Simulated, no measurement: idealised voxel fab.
process module | voxel local oxidation
FYI the section here is cut, 255 nm wide, cells are 5 nm squares.
Square cells in a grid make up a cross-section in this document, and the grid is given as bands, listed from the top down, each one or more rows of cells.
For a band, the entry starts with two heights in nm, that of the top and then that of the bottom, and carries on with the band's materials in order from left to right, each alongside its width in nm; the word "edge to edge" beside a single material means it fills the band edge to edge, and "blank" means empty space.
The level at which height equals 0 is the one under which the wafer, as it arrives, is entirely one material. No lower edge exists for the bottom band, which continues downward and is notated as in "0..down".
The notation "30->40" denotes a width that varies across the rows of cells in the band, beginning at the first number in the top row, finishing at the second number in the bottom row, and changing by an identical amount from each row to the next.
Any step labelled "no alteration" changed none of the cells in the cross-section.
"Closed void roster" specifies each empty space that is not open to the top and that occupies no fewer than 8 cells, using the form width x height at distance, the distance measured from the left edge and all three quantities in nm.
On a step's line, text after the settings is the simulator commenting on that step.
When a step includes a mask, the "overlay nm" setting on its line states how far to the right of its planned place that mask lay, and negative values state how far to the left.
## Here's what the planned process steps look like
- 1: RECEIVE: material Si
- 2: CONFORMAL_DEP: material SiO2, thk nm 5
- 3: CONFORMAL_DEP: material SiN, thk nm 15
- 4: DIRECTIONAL_DEP: material aC, thk nm 15
- 5: PATTERN: tone cover, mask id ACTIVE, material resist, width nm 130, thk nm 35, overlay nm 0
- 6: DIRECTIONAL_ETCH: etch materials aC, depth nm 15
- 7: STRIP: etch materials resist
- 8: DIRECTIONAL_ETCH: etch materials SiN, depth nm 15
- 9: STRIP: etch materials aC
- 10: SELECTIVE_ETCH: etch materials SiO2, depth nm 5
- 11: OXIDIZE: depth nm 15
- 12: STRIP: etch materials SiN
## Shown in cross-section is the wafer as received, that is, as it stands after step 1
0..down = Si edge to edge
Closed void roster: none
## Post-module cross-section of the first of two wafers (run per plan)
5..0 = 65 of blank | 120 of SiO2 | 70 of blank
0..-15 = 80 of SiO2 | 90 of Si | 85 of SiO2
-15..down = Si edge to edge
Closed void roster: none
## Here is the second of the two wafers cut open at the end of the module - same start, same plan as the first one, but we made one mistake running it
0..-15 = 75 of SiO2 | 100 of Si | 80 of SiO2
-15..down = Si edge to edge
Closed void roster: none
Error vs. plan: step 2 of the plan was omitted and not executed
At the finish, the second wafer shows more or fewer cells for some materials than the first does: 6 more of Si, 30 fewer of SiO2
